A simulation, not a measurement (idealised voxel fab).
process module | voxel plated lines
cross-section cut | 200 nm wide | cells 5 nm
A cross-section is a grid of square cells, given in bands from the top down. A band is one or more rows of cells.
Each band's line starts with the height of the band's top and of its bottom, in nm. Then come its materials from left to right, each with its width in nm. One material with "throughout" fills the band from edge to edge. "air" is empty space.
Height 0 is the level under which the wafer as received is all one material. The lowest band goes on downwards, as in "0 down".
A width such as "30 to 40" changes by the same amount from each row of cells to the next, from the band's top row to its bottom row.
"no change" after a step means that no cell of the cross-section changed.
closed voids: empty space of 8 cells or more with no open way to the top, each as width x height at its distance from the left edge, in nm
after a step's settings: what the simulator itself notes on the step
overlay nm, on a step with a mask: how far to the right of its planned place the mask lay; to the left if negative
plan
1 op RECEIVE | material Si
2 op CONFORMAL_DEP | material Al2O3 | thk nm 10
3 op DIRECTIONAL_DEP | material TiN | thk nm 5
4 op PATTERN | tone open | mask id LINES | material resist | width nm 25 | pitch nm 55 | thk nm 35 | overlay nm 0
5 op EPI | material Ru | thk nm 10
6 op EPI | material Ru | thk nm 5
7 op EPI | material Ru | thk nm 5
8 op STRIP | etch materials resist
9 op DIRECTIONAL_ETCH | etch materials TiN | depth nm 5
10 op CONFORMAL_DEP | material SiN | thk nm 5
varied across the wafers: thk nm of step 10. The plan shows the first wafer's value. All wafers start alike
first wafer as received, after step 1
  0 down: Si throughout
  closed voids: none
each wafer at the end: cells of each material gained (+) or lost (-) since it was received, then its closed voids
thk nm 5 | +80 Al2O3 | +40 Ru | +60 SiN | +10 TiN | closed voids: none
thk nm 10 | +80 Al2O3 | +40 Ru | +120 SiN | +10 TiN | closed voids: none
thk nm 15 | +80 Al2O3 | +40 Ru | +180 SiN | +10 TiN | closed voids: none
thk nm 20 | +80 Al2O3 | +40 Ru | +230 SiN | +10 TiN | closed voids: none
thk nm 25 | +80 Al2O3 | +40 Ru | +280 SiN | +10 TiN | closed voids: none
